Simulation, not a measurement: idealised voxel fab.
A process module follows: voxel self aligned contacts.
Xsec cut, 230 nm wide, square cell size 5 nm.
Cross-sections here: square-cell grids, written as top-down lists of bands, a band being one or more rows of cells.
Top height, bottom height, nm. Materials left to right, width each, nm. Single material + "full width" = fills band edge to edge. "empty" = empty.
We count height from 0. Below that, the starting wafer is all one material. The lowest band never ends at the bottom but goes on down; see "0 down" for how that is written.
Width spec "30->40" -> top row of cells at first value, bottom row at second value, equal per-row change in between.
"remained unchanged" -> step changed no cross-section cell.
You'll see "Tabulated closed voids" listing empty spaces that have no way open to the top, as long as they're 8 cells or more; the notation is width x height at distance, where the distance is from the left edge, and all of it is in nm.
What comes after the settings on a step's line is commentary from the simulator itself on that step.
The optional step-line setting "overlay nm" applies to steps with a mask and quantifies how far to the right of its planned location the mask lay, a negative value indicating leftward placement.
**Intended process steps**
- 1: RECEIVE [material Si]
- 2: OXIDIZE [depth nm 5]
- 3: DIRECTIONAL_DEP [material polySi] [thk nm 20]
- 4: DIRECTIONAL_DEP [material SiN] [thk nm 25]
- 5: PATTERN [tone cover] [mask id GATE] [material resist] [width nm 35] [pitch nm 70] [thk nm 15] [overlay nm 0]
- 6: DIRECTIONAL_ETCH [etch materials SiN] [depth nm 25]
- 7: DIRECTIONAL_ETCH [etch materials polySi] [depth nm 20]
- 8: STRIP [etch materials resist]
- 9: CONFORMAL_DEP [material SiN] [thk nm 10]
- 10: DIRECTIONAL_ETCH [etch materials SiN] [depth nm 10]
- 11: FILL_DEP [material SiO2] [thk nm 10]
- 12: CMP [height nm 50]
- 13: DIRECTIONAL_DEP [material aC] [thk nm 15]
- 14: PATTERN [tone open] [mask id CONTACT] [material resist] [width nm 55] [pitch nm 70] [thk nm 35] [overlay nm 0]
- 15: DIRECTIONAL_ETCH [etch materials aC] [depth nm 15]
- 16: STRIP [etch materials resist]
- 17: DIRECTIONAL_ETCH [etch materials SiO2] [depth nm 55]
- 18: STRIP [etch materials aC]
- 19: CONFORMAL_DEP [material TiN] [thk nm 5]
- 20: FILL_DEP [material W] [thk nm 5]
- 21: CMP [height nm 50]
- 22: CONFORMAL_DEP [material SiN] [thk nm 5]
**First wafer out of two, processed as planned**
**As-received wafer cross-section (after step 1)**
0 down  Si full width
Tabulated closed voids: none
**Upon completion of step 2, the wafer appears in cross-section as shown**
0 to -5  SiO2 full width
Under -5: no change, same as before.
**Upon completion of step 3, the wafer appears in cross-section as shown**
20 to 0  polySi full width
Under 0: no change, same as before.
**Upon completion of step 4, the wafer appears in cross-section as shown**
45 to 20  SiN full width
Under 20: no change, same as before.
**Upon completion of step 5, the wafer appears in cross-section as shown**
60 to 45  empty: 25  resist: 35  empty: 35  resist: 35  empty: 35  resist: 35  empty: 30
Under 45: no change, same as before.
**Upon completion of step 6, the wafer appears in cross-section as shown**
60 to 45  empty: 25  resist: 35  empty: 35  resist: 35  empty: 35  resist: 35  empty: 30
45 to 20  empty: 25  SiN: 35  empty: 35  SiN: 35  empty: 35  SiN: 35  empty: 30
Under 20: no change, same as before.
**Upon completion of step 7, the wafer appears in cross-section as shown**
60 to 45  empty: 25  resist: 35  empty: 35  resist: 35  empty: 35  resist: 35  empty: 30
45 to 20  empty: 25  SiN: 35  empty: 35  SiN: 35  empty: 35  SiN: 35  empty: 30
20 to 0  empty: 25  polySi: 35  empty: 35  polySi: 35  empty: 35  polySi: 35  empty: 30
Under 0: no change, same as before.
**Upon completion of step 8, the wafer appears in cross-section as shown**
45 to 20  empty: 25  SiN: 35  empty: 35  SiN: 35  empty: 35  SiN: 35  empty: 30
Under 20: no change, same as before.
**Upon completion of step 9, the wafer appears in cross-section as shown**
55 to 20  empty: 15  SiN: 55  empty: 15  SiN: 55  empty: 15  SiN: 55  empty: 20
20 to 10  empty: 15  SiN: 10  polySi: 35  SiN: 10  empty: 15  SiN: 10  polySi: 35  SiN: 10  empty: 15  SiN: 10  polySi: 35  SiN: 10  empty: 20
10 to 0  SiN: 25  polySi: 35  SiN: 35  polySi: 35  SiN: 35  polySi: 35  SiN: 30
Under 0: no change, same as before.
**Upon completion of step 10, the wafer appears in cross-section as shown**
45 to 20  empty: 15  SiN: 55  empty: 15  SiN: 55  empty: 15  SiN: 55  empty: 20
20 to 0  empty: 15  SiN: 10  polySi: 35  SiN: 10  empty: 15  SiN: 10  polySi: 35  SiN: 10  empty: 15  SiN: 10  polySi: 35  SiN: 10  empty: 20
Under 0: no change, same as before.
**Upon completion of step 11, the wafer appears in cross-section as shown**
55 to 45  SiO2 full width
45 to 20  SiO2: 15  SiN: 55  SiO2: 15  SiN: 55  SiO2: 15  SiN: 55  SiO2: 20
20 to 0  SiO2: 15  SiN: 10  polySi: 35  SiN: 10  SiO2: 15  SiN: 10  polySi: 35  SiN: 10  SiO2: 15  SiN: 10  polySi: 35  SiN: 10  SiO2: 20
Under 0: no change, same as before.
**Upon completion of step 12, the wafer appears in cross-section as shown**
50 to 45  SiO2 full width
Under 45: no change, same as before.
**Upon completion of step 13, the wafer appears in cross-section as shown**
65 to 50  aC full width
Under 50: no change, same as before.
**Upon completion of step 14, the wafer appears in cross-section as shown**
100 to 65  resist: 50  empty: 55  resist: 15  empty: 55  resist: 55
Under 65: no change, same as before.
**Upon completion of step 15, the wafer appears in cross-section as shown**
85 to 65  resist: 50  empty: 55  resist: 15  empty: 55  resist: 55
65 to 50  aC: 50  empty: 55  aC: 15  empty: 55  aC: 55
Under 50: no change, same as before.
**Upon completion of step 16, the wafer appears in cross-section as shown**
65 to 50  aC: 50  empty: 55  aC: 15  empty: 55  aC: 55
Under 50: no change, same as before.
**Upon completion of step 17, the wafer appears in cross-section as shown**
65 to 50  aC: 50  empty: 55  aC: 15  empty: 55  aC: 55
50 to 45  SiO2: 50  empty: 55  SiO2: 15  empty: 55  SiO2: 55
45 to 20  SiO2: 15  SiN: 55  empty: 15  SiN: 55  empty: 15  SiN: 55  SiO2: 20
20 to 0  SiO2: 15  SiN: 10  polySi: 35  SiN: 10  empty: 15  SiN: 10  polySi: 35  SiN: 10  empty: 15  SiN: 10  polySi: 35  SiN: 10  SiO2: 20
0 to -5  SiO2: 70  empty: 15  SiO2: 55  empty: 15  SiO2: 75
Under -5: no change, same as before.
**Upon completion of step 18, the wafer appears in cross-section as shown**
50 to 45  SiO2: 50  empty: 55  SiO2: 15  empty: 55  SiO2: 55
Under 45: no change, same as before.
**Upon completion of step 19, the wafer appears in cross-section as shown**
55 to 50  TiN: 55  empty: 45  TiN: 25  empty: 45  TiN: 60
50 to 45  SiO2: 50  TiN: 25  empty: 5  TiN: 25  SiO2: 15  TiN: 25  empty: 5  TiN: 25  SiO2: 55
45 to 20  SiO2: 15  SiN: 55  TiN: 5  empty: 5  TiN: 5  SiN: 55  TiN: 5  empty: 5  TiN: 5  SiN: 55  SiO2: 20
20 to 0  SiO2: 15  SiN: 10  polySi: 35  SiN: 10  TiN: 5  empty: 5  TiN: 5  SiN: 10  polySi: 35  SiN: 10  TiN: 5  empty: 5  TiN: 5  SiN: 10  polySi: 35  SiN: 10  SiO2: 20
0 to -5  SiO2: 70  TiN: 15  SiO2: 55  TiN: 15  SiO2: 75
Under -5: no change, same as before.
**Upon completion of step 20, the wafer appears in cross-section as shown**
60 to 55  W full width
55 to 50  TiN: 55  W: 45  TiN: 25  W: 45  TiN: 60
50 to 45  SiO2: 50  TiN: 25  W: 5  TiN: 25  SiO2: 15  TiN: 25  W: 5  TiN: 25  SiO2: 55
45 to 20  SiO2: 15  SiN: 55  TiN: 5  W: 5  TiN: 5  SiN: 55  TiN: 5  W: 5  TiN: 5  SiN: 55  SiO2: 20
20 to 0  SiO2: 15  SiN: 10  polySi: 35  SiN: 10  TiN: 5  W: 5  TiN: 5  SiN: 10  polySi: 35  SiN: 10  TiN: 5  W: 5  TiN: 5  SiN: 10  polySi: 35  SiN: 10  SiO2: 20
Under 0: no change, same as before.
**Upon completion of step 21, the wafer appears in cross-section as shown**
50 to 45  SiO2: 50  TiN: 25  W: 5  TiN: 25  SiO2: 15  TiN: 25  W: 5  TiN: 25  SiO2: 55
Under 45: no change, same as before.
**Upon completion of step 22, the wafer appears in cross-section as shown**
55 to 50  SiN full width
Under 50: no change, same as before.
**It is to be noted that the second wafer proceeded from the same initial state and according to the same plan as the first, although one mistake was committed in its execution; through step 2, inclusive, the two wafers share an identical history**
**Second wafer, section view, time point: scheduled end of step 3**
30 to 0  polySi full width
Under 0: no change, same as before.
**Second wafer, section view, time point: scheduled end of step 4**
55 to 30  SiN full width
Under 30: no change, same as before.
**Second wafer, section view, time point: scheduled end of step 5**
70 to 55  empty: 25  resist: 35  empty: 35  resist: 35  empty: 35  resist: 35  empty: 30
Under 55: no change, same as before.
**Second wafer, section view, time point: scheduled end of step 6**
70 to 55  empty: 25  resist: 35  empty: 35  resist: 35  empty: 35  resist: 35  empty: 30
55 to 30  empty: 25  SiN: 35  empty: 35  SiN: 35  empty: 35  SiN: 35  empty: 30
Under 30: no change, same as before.
**Second wafer, section view, time point: scheduled end of step 7**
70 to 55  empty: 25  resist: 35  empty: 35  resist: 35  empty: 35  resist: 35  empty: 30
55 to 30  empty: 25  SiN: 35  empty: 35  SiN: 35  empty: 35  SiN: 35  empty: 30
30 to 10  empty: 25  polySi: 35  empty: 35  polySi: 35  empty: 35  polySi: 35  empty: 30
Under 10: no change, same as before.
**Second wafer, section view, time point: scheduled end of step 8**
55 to 30  empty: 25  SiN: 35  empty: 35  SiN: 35  empty: 35  SiN: 35  empty: 30
Under 30: no change, same as before.
**Second wafer, section view, time point: scheduled end of step 9**
65 to 30  empty: 15  SiN: 55  empty: 15  SiN: 55  empty: 15  SiN: 55  empty: 20
30 to 20  empty: 15  SiN: 10  polySi: 35  SiN: 10  empty: 15  SiN: 10  polySi: 35  SiN: 10  empty: 15  SiN: 10  polySi: 35  SiN: 10  empty: 20
20 to 10  SiN: 25  polySi: 35  SiN: 35  polySi: 35  SiN: 35  polySi: 35  SiN: 30
Under 10: no change, same as before.
**Second wafer, section view, time point: scheduled end of step 10**
55 to 30  empty: 15  SiN: 55  empty: 15  SiN: 55  empty: 15  SiN: 55  empty: 20
30 to 10  empty: 15  SiN: 10  polySi: 35  SiN: 10  empty: 15  SiN: 10  polySi: 35  SiN: 10  empty: 15  SiN: 10  polySi: 35  SiN: 10  empty: 20
Under 10: no change, same as before.
**Second wafer, section view, time point: scheduled end of step 11**
65 to 55  SiO2 full width
55 to 30  SiO2: 15  SiN: 55  SiO2: 15  SiN: 55  SiO2: 15  SiN: 55  SiO2: 20
30 to 10  SiO2: 15  SiN: 10  polySi: 35  SiN: 10  SiO2: 15  SiN: 10  polySi: 35  SiN: 10  SiO2: 15  SiN: 10  polySi: 35  SiN: 10  SiO2: 20
Under 10: no change, same as before.
**Second wafer, section view, time point: scheduled end of step 12**
50 to 30  SiO2: 15  SiN: 55  SiO2: 15  SiN: 55  SiO2: 15  SiN: 55  SiO2: 20
Under 30: no change, same as before.
**Second wafer, section view, time point: scheduled end of step 13**
65 to 50  aC full width
Under 50: no change, same as before.
**Second wafer, section view, time point: scheduled end of step 14**
100 to 65  resist: 50  empty: 55  resist: 15  empty: 55  resist: 55
Under 65: no change, same as before.
**Second wafer, section view, time point: scheduled end of step 15**
85 to 65  resist: 50  empty: 55  resist: 15  empty: 55  resist: 55
65 to 50  aC: 50  empty: 55  aC: 15  empty: 55  aC: 55
Under 50: no change, same as before.
**Second wafer, section view, time point: scheduled end of step 16**
65 to 50  aC: 50  empty: 55  aC: 15  empty: 55  aC: 55
Under 50: no change, same as before.
**Second wafer, section view, time point: scheduled end of step 17**
65 to 50  aC: 50  empty: 55  aC: 15  empty: 55  aC: 55
50 to 30  SiO2: 15  SiN: 55  empty: 15  SiN: 55  empty: 15  SiN: 55  SiO2: 20
30 to 10  SiO2: 15  SiN: 10  polySi: 35  SiN: 10  empty: 15  SiN: 10  polySi: 35  SiN: 10  empty: 15  SiN: 10  polySi: 35  SiN: 10  SiO2: 20
Under 10: no change, same as before.
**Second wafer, section view, time point: scheduled end of step 18**
50 to 30  SiO2: 15  SiN: 55  empty: 15  SiN: 55  empty: 15  SiN: 55  SiO2: 20
Under 30: no change, same as before.
**Second wafer, section view, time point: scheduled end of step 19**
55 to 50  TiN: 75  empty: 5  TiN: 65  empty: 5  TiN: 80
50 to 30  SiO2: 15  SiN: 55  TiN: 5  empty: 5  TiN: 5  SiN: 55  TiN: 5  empty: 5  TiN: 5  SiN: 55  SiO2: 20
30 to 15  SiO2: 15  SiN: 10  polySi: 35  SiN: 10  TiN: 5  empty: 5  TiN: 5  SiN: 10  polySi: 35  SiN: 10  TiN: 5  empty: 5  TiN: 5  SiN: 10  polySi: 35  SiN: 10  SiO2: 20
15 to 10  SiO2: 15  SiN: 10  polySi: 35  SiN: 10  TiN: 15  SiN: 10  polySi: 35  SiN: 10  TiN: 15  SiN: 10  polySi: 35  SiN: 10  SiO2: 20
Under 10: no change, same as before.
**Second wafer, section view, time point: scheduled end of step 20**
60 to 55  W full width
55 to 50  TiN: 75  W: 5  TiN: 65  W: 5  TiN: 80
50 to 30  SiO2: 15  SiN: 55  TiN: 5  W: 5  TiN: 5  SiN: 55  TiN: 5  W: 5  TiN: 5  SiN: 55  SiO2: 20
30 to 15  SiO2: 15  SiN: 10  polySi: 35  SiN: 10  TiN: 5  W: 5  TiN: 5  SiN: 10  polySi: 35  SiN: 10  TiN: 5  W: 5  TiN: 5  SiN: 10  polySi: 35  SiN: 10  SiO2: 20
Under 15: no change, same as before.
**Second wafer, section view, time point: scheduled end of step 21**
50 to 30  SiO2: 15  SiN: 55  TiN: 5  W: 5  TiN: 5  SiN: 55  TiN: 5  W: 5  TiN: 5  SiN: 55  SiO2: 20
Under 30: no change, same as before.
**Second wafer, section view, time point: scheduled end of step 22**
55 to 50  SiN full width
Under 50: no change, same as before.
Deviation from plan: step 3 deviated from plan and actually ran as DIRECTIONAL_DEP [material polySi] [thk nm 30]
Bottom line after processing is that, in cells, the second wafer is up or down on some materials versus the first: 33 fewer of SiN | 25 fewer of SiO2 | 28 fewer of TiN | 6 fewer of W | 92 more of polySi
